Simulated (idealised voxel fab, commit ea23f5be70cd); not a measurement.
Process module name: voxel plated lines
Cross-sectional view cut (width: 285 nm; square cell size: 5 nm).
Cross-section spec: square-cell grid; bands listed top down; each band is one or more rows.
Each band's line starts with the height of the band's top and of its bottom, in nm. Then come its materials from left to right, each with its width in nm. One material with "throughout" fills the band from edge to edge. "air" is empty space.
Measure heights from 0. That's the level where, below it, the as-received wafer is all one material. The lowest band is bottomless and extends downward; write it as in "z 0 and below".
Quick explanation for "30..40": the width changes in equal steps down the rows of cells, from the first number in the band's top row to the second number in its bottom row.
No cell of the cross-section changed in a step that is given as "no modifications".
Reported under the label "Trapped void list" are the empty spaces having no open way to the top and comprising 8 cells or more; the notation for each is width x height at distance, in which the distance is measured from the left edge and all three values are in nm.
Heads up: the bit after the settings on a step's line is the simulator's remark on that step.
The setting "overlay nm" may be written on the line of a step. When the step uses a mask, the value reports how far to the right of the planned place the mask lay, and a negative value reports that it lay to the left.
### Set out below are the planned steps of the process
step 1: RECEIVE | material Si
step 2: CONFORMAL_DEP | material SiN | thk nm 10
step 3: DIRECTIONAL_DEP | material TiN | thk nm 5
step 4: PATTERN | tone open | mask id LINES | material resist | width nm 20 | pitch nm 40 | thk nm 15 | overlay nm 0
step 5: EPI | material Ru | thk nm 10
step 6: STRIP | etch materials resist
step 7: DIRECTIONAL_ETCH | etch materials TiN | depth nm 5
step 8: CONFORMAL_DEP | material SiN | thk nm 10
### Concerning the first of two wafers, which was run in accordance with the plan
### As-received state of the wafer in cross-section, equivalent to post-step 1
* z 0 and below = Si throughout
* Trapped void list: none
### Cross-sectional representation of the wafer at the conclusion of step 2
* z 10 to 0 = SiN throughout
* Everything under 0 stays put, no change at all.
### Cross-sectional representation of the wafer at the conclusion of step 3
* z 15 to 10 = TiN throughout
* Everything under 10 stays put, no change at all.
### Cross-sectional representation of the wafer at the conclusion of step 4
* z 30 to 15 = resist 110 nm; air 20 nm; resist 20 nm; air 20 nm; resist 115 nm
* Everything under 15 stays put, no change at all.
### Cross-sectional representation of the wafer at the conclusion of step 5
* z 30 to 25 = resist 110 nm; air 20 nm; resist 20 nm; air 20 nm; resist 115 nm
* z 25 to 15 = resist 110 nm; Ru 20 nm; resist 20 nm; Ru 20 nm; resist 115 nm
* Everything under 15 stays put, no change at all.
### Cross-sectional representation of the wafer at the conclusion of step 6
* z 25 to 15 = air 110 nm; Ru 20 nm; air 20 nm; Ru 20 nm; air 115 nm
* Everything under 15 stays put, no change at all.
### Cross-sectional representation of the wafer at the conclusion of step 7
* z 25 to 15 = air 110 nm; Ru 20 nm; air 20 nm; Ru 20 nm; air 115 nm
* z 15 to 10 = air 110 nm; TiN 20 nm; air 20 nm; TiN 20 nm; air 115 nm
* Everything under 10 stays put, no change at all.
### Cross-sectional representation of the wafer at the conclusion of step 8
* z 35 to 25 = air 100 nm; SiN 80 nm; air 105 nm
* z 25 to 20 = air 100 nm; SiN 10 nm; Ru 20 nm; SiN 20 nm; Ru 20 nm; SiN 10 nm; air 105 nm
* z 20 to 15 = SiN 110 nm; Ru 20 nm; SiN 20 nm; Ru 20 nm; SiN 115 nm
* z 15 to 10 = SiN 110 nm; TiN 20 nm; SiN 20 nm; TiN 20 nm; SiN 115 nm
* Everything under 10 stays put, no change at all.
### The remaining wafer, second of the two, started like the first and was run to the same plan, except that one mistake was made along the way; the two coincide through step 3, inclusive
### Second wafer profile in section, at the moment step 4 of the plan was meant to be complete
* z 30 to 15 = resist 100 nm; air 20 nm; resist 20 nm; air 20 nm; resist 125 nm
* Everything under 15 stays put, no change at all.
### Second wafer profile in section, at the moment step 5 of the plan was meant to be complete
* z 30 to 25 = resist 100 nm; air 20 nm; resist 20 nm; air 20 nm; resist 125 nm
* z 25 to 15 = resist 100 nm; Ru 20 nm; resist 20 nm; Ru 20 nm; resist 125 nm
* Everything under 15 stays put, no change at all.
### Second wafer profile in section, at the moment step 6 of the plan was meant to be complete
* z 25 to 15 = air 100 nm; Ru 20 nm; air 20 nm; Ru 20 nm; air 125 nm
* Everything under 15 stays put, no change at all.
### Second wafer profile in section, at the moment step 7 of the plan was meant to be complete
* z 25 to 15 = air 100 nm; Ru 20 nm; air 20 nm; Ru 20 nm; air 125 nm
* z 15 to 10 = air 100 nm; TiN 20 nm; air 20 nm; TiN 20 nm; air 125 nm
* Everything under 10 stays put, no change at all.
### Second wafer profile in section, at the moment step 8 of the plan was meant to be complete
* z 35 to 25 = air 90 nm; SiN 80 nm; air 115 nm
* z 25 to 20 = air 90 nm; SiN 10 nm; Ru 20 nm; SiN 20 nm; Ru 20 nm; SiN 10 nm; air 115 nm
* z 20 to 15 = SiN 100 nm; Ru 20 nm; SiN 20 nm; Ru 20 nm; SiN 125 nm
* z 15 to 10 = SiN 100 nm; TiN 20 nm; SiN 20 nm; TiN 20 nm; SiN 125 nm
* Everything under 10 stays put, no change at all.
Finding, execution versus plan: so step 4 ended up running with a different setting than we planned, it ran as PATTERN | tone open | mask id LINES | material resist | width nm 20 | pitch nm 40 | thk nm 15 | overlay nm -10
Cell counts per material: same on both final wafers. Positions: different.
